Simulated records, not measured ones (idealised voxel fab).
Name of the process module below: voxel plated lines
In the cross-section labelled cut, the width is 185 nm and each square cell is 5 nm.
In what follows, cross-sections appear as grids of square cells, described through bands that run from the top down, where every band is one or more rows of cells. Band: top height; bottom height; in nm. Then, left to right: material with width in nm, for each material. "full width": a single material spanning edge to edge. "blank": empty space. The reference from which all heights are counted is 0, the level beneath which the as-received wafer is entirely one material; the lowest band, having no lower bound, proceeds downward and is written after the example "from 0 down". Quick explanation for "30..40": the width changes in equal steps down the rows of cells, from the first number in the band's top row to the second number in its bottom row. Where a step carries "same as before", the cross-section came out of it unchanged, cell for cell. Under "Listed closed voids" you'll find the enclosed gaps, the ones with no way out to the top, that are 8 cells or bigger; each reads width x height at distance, with distance counted from the left edge, everything in nm. Formally, on a step line, whatever follows the settings is a remark that the simulator itself makes on the step. Each step line may optionally specify "overlay nm", which for a step with a mask gives the rightward distance between the mask's planned place and where it lay, a negative value indicating the leftward direction.
# The planned process steps are enumerated hereunder
1) RECEIVE, material Si
2) CONFORMAL_DEP, material Al2O3, thk nm 5
3) DIRECTIONAL_DEP, material TiN, thk nm 5
4) PATTERN, tone open, mask id LINES, material resist, width nm 15, pitch nm 40, thk nm 20, overlay nm 0
5) EPI, material Ru, thk nm 10
6) STRIP, etch materials resist
7) DIRECTIONAL_ETCH, etch materials TiN, depth nm 5
8) CONFORMAL_DEP, material SiN, thk nm 5
varied across the wafers: width nm of step 4. The plan shows the first wafer's value. All wafers start alike
# After step 1, as received: first of several wafers, cross-section
from 0 down = Si full width
Listed closed voids: none
# Rows = wafers. At module end, each row lists per material the cells gained (+) or lost (-) since the wafer was received, then the closed voids
width nm 15; +37 Al2O3; +12 Ru; +49 SiN; +6 TiN; Listed closed voids: none
width nm 20; +37 Al2O3; +16 Ru; +49 SiN; +8 TiN; Listed closed voids: none
width nm 25; +37 Al2O3; +20 Ru; +49 SiN; +10 TiN; Listed closed voids: none
